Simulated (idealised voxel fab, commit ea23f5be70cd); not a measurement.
You're looking at the process module voxel fin reveal.
Shown is cross-section cut, with a width of 200 nm and square cells of size 5 nm.
In this document a cross-section is written as a grid of square cells. It is given as a series of bands, listed from the top down, and a band is one or more rows of cells.
Band: top height; bottom height; in nm. Then, left to right: material with width in nm, for each material. "full width": a single material spanning edge to edge. "empty": empty space.
Zero point of the height axis is 0; under it, received wafer = one material. Lowest band: continues down indefinitely, "0 down".
The width entry "30->40" should be interpreted row by row: the top row of cells in the band takes the first number, the bottom row takes the second number, and the change between adjacent rows is uniform throughout.
It should be understood that the words "remained unchanged", when stated for a given step, signify that the cross-section underwent no change in any of its cells during that step.
"Enclosed cavities" - sealed voids, min. 8 cells, no opening to top; format: width x height at distance (distance from left edge; nm throughout).
The remark found on a step's line after its settings is issued by the simulator itself and pertains to that step.
overlay nm, on a step with a mask: how far to the right of its planned place the mask lay; to the left if negative

**So here's the lineup of process steps we planned**
1: RECEIVE | material Si
2: CONFORMAL_DEP | material SiN | thk nm 5
3: DIRECTIONAL_DEP | material aC | thk nm 10
4: PATTERN | tone cover | mask id FINS | material resist | width nm 15 | pitch nm 35 | thk nm 30 | overlay nm 0
5: DIRECTIONAL_ETCH | etch materials aC | depth nm 10
6: STRIP | etch materials resist
7: DIRECTIONAL_ETCH | etch materials SiN | depth nm 5
8: DIRECTIONAL_ETCH | etch materials Si | depth nm 35
9: STRIP | etch materials aC
10: OXIDIZE | depth nm 5
11: FILL_DEP | material SiO2 | thk nm 5
12: CMP | height nm 5
13: SELECTIVE_ETCH | etch materials SiO2 | depth nm 20
14: STRIP | etch materials SiN

**Wafer, first of two, run as planned**

**So this is the incoming wafer in cross-section - it's already been through step 1**
  0 down | Si full width
  Enclosed cavities: none

**Cross-sectional representation of the wafer at the conclusion of step 2**
  5 to 0 | SiN full width
  No changes below 0.

**Cross-sectional representation of the wafer at the conclusion of step 3**
  15 to 5 | aC full width
  No changes below 5.

**Cross-sectional representation of the wafer at the conclusion of step 4**
  45 to 15 | 40 of empty; 15 of resist; 20 of empty; 15 of resist; 20 of empty; 15 of resist; 20 of empty; 15 of resist; 40 of empty
  No changes below 15.

**Cross-sectional representation of the wafer at the conclusion of step 5**
  35 to 15 | 40 of empty; 15 of resist; 20 of empty; 15 of resist; 20 of empty; 15 of resist; 20 of empty; 15 of resist; 40 of empty
  15 to 5 | 40 of empty; 15 of aC; 20 of empty; 15 of aC; 20 of empty; 15 of aC; 20 of empty; 15 of aC; 40 of empty
  No changes below 5.

**Cross-sectional representation of the wafer at the conclusion of step 6**
  15 to 5 | 40 of empty; 15 of aC; 20 of empty; 15 of aC; 20 of empty; 15 of aC; 20 of empty; 15 of aC; 40 of empty
  No changes below 5.

**Cross-sectional representation of the wafer at the conclusion of step 7**
  15 to 5 | 40 of empty; 15 of aC; 20 of empty; 15 of aC; 20 of empty; 15 of aC; 20 of empty; 15 of aC; 40 of empty
  5 to 0 | 40 of empty; 15 of SiN; 20 of empty; 15 of SiN; 20 of empty; 15 of SiN; 20 of empty; 15 of SiN; 40 of empty
  No changes below 0.

**Cross-sectional representation of the wafer at the conclusion of step 8**
  15 to 5 | 40 of empty; 15 of aC; 20 of empty; 15 of aC; 20 of empty; 15 of aC; 20 of empty; 15 of aC; 40 of empty
  5 to 0 | 40 of empty; 15 of SiN; 20 of empty; 15 of SiN; 20 of empty; 15 of SiN; 20 of empty; 15 of SiN; 40 of empty
  0 to -35 | 40 of empty; 15 of Si; 20 of empty; 15 of Si; 20 of empty; 15 of Si; 20 of empty; 15 of Si; 40 of empty
  No changes below -35.

**Cross-sectional representation of the wafer at the conclusion of step 9**
  5 to 0 | 40 of empty; 15 of SiN; 20 of empty; 15 of SiN; 20 of empty; 15 of SiN; 20 of empty; 15 of SiN; 40 of empty
  No changes below 0.

**Cross-sectional representation of the wafer at the conclusion of step 10**
  5 to 0 | 40 of empty; 15 of SiN; 20 of empty; 15 of SiN; 20 of empty; 15 of SiN; 20 of empty; 15 of SiN; 40 of empty
  0 to -35 | 40 of empty; 5 of SiO2; 5 of Si; 5 of SiO2; 20 of empty; 5 of SiO2; 5 of Si; 5 of SiO2; 20 of empty; 5 of SiO2; 5 of Si; 5 of SiO2; 20 of empty; 5 of SiO2; 5 of Si; 5 of SiO2; 40 of empty
  -35 to -40 | 45 of SiO2; 5 of Si; 30 of SiO2; 5 of Si; 30 of SiO2; 5 of Si; 30 of SiO2; 5 of Si; 45 of SiO2
  No changes below -40.

**Cross-sectional representation of the wafer at the conclusion of step 11**
  10 to 5 | SiO2 full width
  5 to 0 | 40 of SiO2; 15 of SiN; 20 of SiO2; 15 of SiN; 20 of SiO2; 15 of SiN; 20 of SiO2; 15 of SiN; 40 of SiO2
  0 to -40 | 45 of SiO2; 5 of Si; 30 of SiO2; 5 of Si; 30 of SiO2; 5 of Si; 30 of SiO2; 5 of Si; 45 of SiO2
  No changes below -40.

**Cross-sectional representation of the wafer at the conclusion of step 12**
  5 to 0 | 40 of SiO2; 15 of SiN; 20 of SiO2; 15 of SiN; 20 of SiO2; 15 of SiN; 20 of SiO2; 15 of SiN; 40 of SiO2
  No changes below 0.

**Cross-sectional representation of the wafer at the conclusion of step 13**
  5 to 0 | 40 of empty; 15 of SiN; 20 of empty; 15 of SiN; 20 of empty; 15 of SiN; 20 of empty; 15 of SiN; 40 of empty
  0 to -15 | 45 of empty; 5 of Si; 30 of empty; 5 of Si; 30 of empty; 5 of Si; 30 of empty; 5 of Si; 45 of empty
  No changes below -15.

**Cross-sectional representation of the wafer at the conclusion of step 14**
  0 to -15 | 45 of empty; 5 of Si; 30 of empty; 5 of Si; 30 of empty; 5 of Si; 30 of empty; 5 of Si; 45 of empty
  No changes below -15.

**Notes, second wafer: start = first wafer's, plan = first wafer's, execution had one mistake; history identical to first through step 3**

**Second wafer at the planned finish of step 4, seen in cross-section**
  45 to 15 | 40 of resist; 15 of empty; 20 of resist; 15 of empty; 20 of resist; 15 of empty; 20 of resist; 15 of empty; 40 of resist
  No changes below 15.

**Second wafer at the planned finish of step 5, seen in cross-section**
  35 to 15 | 40 of resist; 15 of empty; 20 of resist; 15 of empty; 20 of resist; 15 of empty; 20 of resist; 15 of empty; 40 of resist
  15 to 5 | 40 of aC; 15 of empty; 20 of aC; 15 of empty; 20 of aC; 15 of empty; 20 of aC; 15 of empty; 40 of aC
  No changes below 5.

**Second wafer at the planned finish of step 6, seen in cross-section**
  15 to 5 | 40 of aC; 15 of empty; 20 of aC; 15 of empty; 20 of aC; 15 of empty; 20 of aC; 15 of empty; 40 of aC
  No changes below 5.

**Second wafer at the planned finish of step 7, seen in cross-section**
  15 to 5 | 40 of aC; 15 of empty; 20 of aC; 15 of empty; 20 of aC; 15 of empty; 20 of aC; 15 of empty; 40 of aC
  5 to 0 | 40 of SiN; 15 of empty; 20 of SiN; 15 of empty; 20 of SiN; 15 of empty; 20 of SiN; 15 of empty; 40 of SiN
  No changes below 0.

**Second wafer at the planned finish of step 8, seen in cross-section**
  15 to 5 | 40 of aC; 15 of empty; 20 of aC; 15 of empty; 20 of aC; 15 of empty; 20 of aC; 15 of empty; 40 of aC
  5 to 0 | 40 of SiN; 15 of empty; 20 of SiN; 15 of empty; 20 of SiN; 15 of empty; 20 of SiN; 15 of empty; 40 of SiN
  0 to -35 | 40 of Si; 15 of empty; 20 of Si; 15 of empty; 20 of Si; 15 of empty; 20 of Si; 15 of empty; 40 of Si
  No changes below -35.

**Second wafer at the planned finish of step 9, seen in cross-section**
  5 to 0 | 40 of SiN; 15 of empty; 20 of SiN; 15 of empty; 20 of SiN; 15 of empty; 20 of SiN; 15 of empty; 40 of SiN
  No changes below 0.

**Second wafer at the planned finish of step 10, seen in cross-section**
  5 to 0 | 40 of SiN; 15 of empty; 20 of SiN; 15 of empty; 20 of SiN; 15 of empty; 20 of SiN; 15 of empty; 40 of SiN
  0 to -35 | 35 of Si; 5 of SiO2; 15 of empty; 5 of SiO2; 10 of Si; 5 of SiO2; 15 of empty; 5 of SiO2; 10 of Si; 5 of SiO2; 15 of empty; 5 of SiO2; 10 of Si; 5 of SiO2; 15 of empty; 5 of SiO2; 35 of Si
  -35 to -40 | 35 of Si; 25 of SiO2; 10 of Si; 25 of SiO2; 10 of Si; 25 of SiO2; 10 of Si; 25 of SiO2; 35 of Si
  No changes below -40.

**Second wafer at the planned finish of step 11, seen in cross-section**
  10 to 5 | SiO2 full width
  5 to 0 | 40 of SiN; 15 of SiO2; 20 of SiN; 15 of SiO2; 20 of SiN; 15 of SiO2; 20 of SiN; 15 of SiO2; 40 of SiN
  0 to -40 | 35 of Si; 25 of SiO2; 10 of Si; 25 of SiO2; 10 of Si; 25 of SiO2; 10 of Si; 25 of SiO2; 35 of Si
  No changes below -40.

**Second wafer at the planned finish of step 12, seen in cross-section**
  5 to 0 | 40 of SiN; 15 of SiO2; 20 of SiN; 15 of SiO2; 20 of SiN; 15 of SiO2; 20 of SiN; 15 of SiO2; 40 of SiN
  No changes below 0.

**Second wafer at the planned finish of step 13, seen in cross-section**
  5 to 0 | 40 of SiN; 15 of empty; 20 of SiN; 15 of empty; 20 of SiN; 15 of empty; 20 of SiN; 15 of empty; 40 of SiN
  0 to -15 | 35 of Si; 25 of empty; 10 of Si; 25 of empty; 10 of Si; 25 of empty; 10 of Si; 25 of empty; 35 of Si
  No changes below -15.

**Second wafer at the planned finish of step 14, seen in cross-section**
  0 to -15 | 35 of Si; 25 of empty; 10 of Si; 25 of empty; 10 of Si; 25 of empty; 10 of Si; 25 of empty; 35 of Si
  No changes below -15.
What went wrong in running the wafer? not per plan at step 4, really ran PATTERN | tone open | mask id FINS | material resist | width nm 15 | pitch nm 35 | thk nm 30 | overlay nm 0
Final tally in cells, some materials are higher or lower on the second wafer than on the first: Si +128, SiO2 -80
